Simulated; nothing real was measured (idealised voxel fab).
process module | voxel ribs on slabs
cross-section cut | 225 nm wide | cells 5 nm
A cross-section is a grid of square cells, given in bands from the top down. A band is one or more rows of cells.
Each band's line starts with the height of the band's top and of its bottom, in nm. Then come its materials from left to right, each with its width in nm. One material with "throughout" fills the band from edge to edge. "air" is empty space.
Height 0 is the level under which the wafer as received is all one material. The lowest band goes on downwards, as in "0 down".
A width such as "30 to 40" changes by the same amount from each row of cells to the next, from the band's top row to its bottom row.
"no change" after a step means that no cell of the cross-section changed.
closed voids: empty space of 8 cells or more with no open way to the top, each as width x height at its distance from the left edge, in nm
after a step's settings: what the simulator itself notes on the step
overlay nm, on a step with a mask: how far to the right of its planned place the mask lay; to the left if negative
plan
1 op RECEIVE | material Si
2 op DIRECTIONAL_DEP | material SiO2 | thk nm 25
3 op DIRECTIONAL_DEP | material SiN | thk nm 15
4 op DIRECTIONAL_DEP | material aC | thk nm 15
5 op PATTERN | tone cover | mask id RIB | material resist | width nm 15 | thk nm 35 | overlay nm 0
6 op DIRECTIONAL_ETCH | etch materials aC | depth nm 15
7 op STRIP | etch materials resist
8 op DIRECTIONAL_ETCH | etch materials SiN | depth nm 10
9 op STRIP | etch materials aC
10 op MASKED_ETCH | tone cover | mask id SLAB | width nm 55 | etch materials SiN | depth nm 5 | overlay nm 0
11 op FILL_DEP | material SiO2 | thk nm 20
12 op CMP | height nm 55
13 op DIRECTIONAL_DEP | material TiN | thk nm 5
14 op PATTERN | tone cover | mask id HEATER | material resist | width nm 25 | thk nm 20 | overlay nm 0
15 op DIRECTIONAL_ETCH | etch materials TiN | depth nm 5
16 op STRIP | etch materials resist
17 op CONFORMAL_DEP | material SiN | thk nm 10
as received, after step 1
  0 down: Si throughout
  closed voids: none
first wafer at the end, as planned
  70 to 65: air 90 | SiN 45 | air 90
  65 to 60: SiN throughout
  60 to 55: SiN 100 | TiN 25 | SiN 100
  55 to 40: SiO2 throughout
  40 to 30: SiO2 105 | SiN 15 | SiO2 105
  30 to 25: SiO2 85 | SiN 55 | SiO2 85
  25 to 0: SiO2 throughout
  0 down: Si throughout
  closed voids: none
second wafer at the end: like start, like plan, one mistake
  70 to 65: air 90 | TiN 45 | air 90
  65 to 55: TiN throughout
  55 to 40: SiO2 throughout
  40 to 30: SiO2 105 | SiN 15 | SiO2 105
  30 to 25: SiO2 85 | SiN 55 | SiO2 85
  25 to 0: SiO2 throughout
  0 down: Si throughout
  closed voids: none
what went wrong: step 17 ran as: op CONFORMAL_DEP | material TiN | thk nm 10
at the end the second wafer has, in cells: 94 fewer of SiN | 94 more of TiN
